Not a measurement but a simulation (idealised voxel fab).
Process module name: voxel gate over fins
245 nm wide, 5 nm square cells: that's cross-section cut.
Reading order for cross-sections: top band down to bottom band. Underlying form: a grid of square cells. Band size: one or more rows of cells. Look at the band entry: it leads with the top's height and the bottom's height in nm. Then it lists the materials left to right, with a width in nm for each. The word "edge to edge" on a single material says that material fills the band edge to edge. The word "blank" is empty space. Below 0: as-received wafer, all one material; heights counted from there. Lowest band: no bottom, goes on down, written "0 and below". Graded width ("30..40"): value in top row of band = first number; value in bottom row = second number; row-to-row change constant. "changes: none" means the step left every cell of the cross-section as it was. You'll see "Trapped cavities" listing empty spaces that have no way open to the top, as long as they're 8 cells or more; the notation is width x height at distance, where the distance is from the left edge, and all of it is in nm. On a step's line, text after the settings is the simulator commenting on that step. If you see "overlay nm" on a step's line and that step has a mask, it's telling you how far right of where it was planned the mask ended up; a negative number means it went left instead.

Listed below are the process steps as planned:
1: RECEIVE (material Si)
2: CONFORMAL_DEP (material SiN; thk nm 10)
3: PATTERN (tone cover; mask id FINS; material resist; width nm 15; pitch nm 50; thk nm 15; overlay nm 0)
4: DIRECTIONAL_ETCH (etch materials SiN; depth nm 10)
5: DIRECTIONAL_ETCH (etch materials Si; depth nm 40)
6: STRIP (etch materials resist)
7: FILL_DEP (material SiO2; thk nm 10)
8: CMP (height nm 10)
9: PATTERN (tone open; mask id RAIL; material resist; width nm 15; thk nm 15; overlay nm 0)
10: DIRECTIONAL_ETCH (etch materials SiO2; depth nm 45)
11: STRIP (etch materials resist)
12: CONFORMAL_DEP (material TiN; thk nm 5)
13: FILL_DEP (material W; thk nm 10)
14: CMP (height nm 10)
15: SELECTIVE_ETCH (etch materials W Ru TiN; depth nm 30)
16: FILL_DEP (material SiO2; thk nm 5)
17: CMP (height nm 10)
18: SELECTIVE_ETCH (etch materials SiO2; depth nm 20)
19: STRIP (etch materials SiN)
20: CONFORMAL_DEP (material HfO2; thk nm 5)
21: CONFORMAL_DEP (material TiN; thk nm 5)
22: CONFORMAL_DEP (material TiAl; thk nm 5)
23: CONFORMAL_DEP (material TiN; thk nm 5)
24: FILL_DEP (material W; thk nm 10)
25: CMP (height nm 25)
26: CONFORMAL_DEP (material SiN; thk nm 10)

Incoming wafer in cross-section (state: after step 1):
> 0 and below = Si edge to edge
> Trapped cavities: none

Starting structure and process plan are as shown above, but one mistake was made in running the module; the wafer cross-section at the end of the module follows:
> 35 down to 25 = SiN edge to edge
> 25 down to 20 = W edge to edge
> 20 down to 15 = W=45 | TiN=155 | W=45
> 15 down to 10 = W=45 | TiN=5 | TiAl=45 | TiN=5 | TiAl=45 | TiN=5 | TiAl=45 | TiN=5 | W=45
> 10 down to 5 = TiN=50 | TiAl=5 | TiN=35 | TiAl=5 | TiN=5 | TiAl=5 | TiN=35 | TiAl=5 | TiN=5 | TiAl=5 | TiN=35 | TiAl=5 | TiN=50
> 5 down to 0 = TiAl=55 | TiN=5 | HfO2=25 | TiN=5 | TiAl=15 | TiN=5 | HfO2=25 | TiN=5 | TiAl=15 | TiN=5 | HfO2=25 | TiN=5 | TiAl=55
> 0 down to -5 = TiN=60 | HfO2=5 | Si=15 | HfO2=5 | TiN=25 | HfO2=5 | Si=15 | HfO2=5 | TiN=25 | HfO2=5 | Si=15 | HfO2=5 | TiN=60
> -5 down to -10 = HfO2=65 | Si=15 | HfO2=35 | Si=15 | HfO2=35 | Si=15 | HfO2=65
> -10 down to -20 = SiO2=65 | Si=15 | SiO2=35 | Si=15 | SiO2=35 | Si=15 | SiO2=65
> -20 down to -30 = SiO2=65 | Si=15 | SiO2=10 | TiN=5 | W=5 | TiN=5 | SiO2=10 | Si=15 | SiO2=35 | Si=15 | SiO2=65
> -30 down to -35 = SiO2=65 | Si=15 | SiO2=10 | TiN=15 | SiO2=10 | Si=15 | SiO2=35 | Si=15 | SiO2=65
> -35 down to -80 = SiO2=65 | Si=15 | SiO2=35 | Si=15 | SiO2=35 | Si=15 | SiO2=65
> -80 and below = Si edge to edge
> Trapped cavities: none
What broke from the plan during processing? the plan's step 5 ran twice
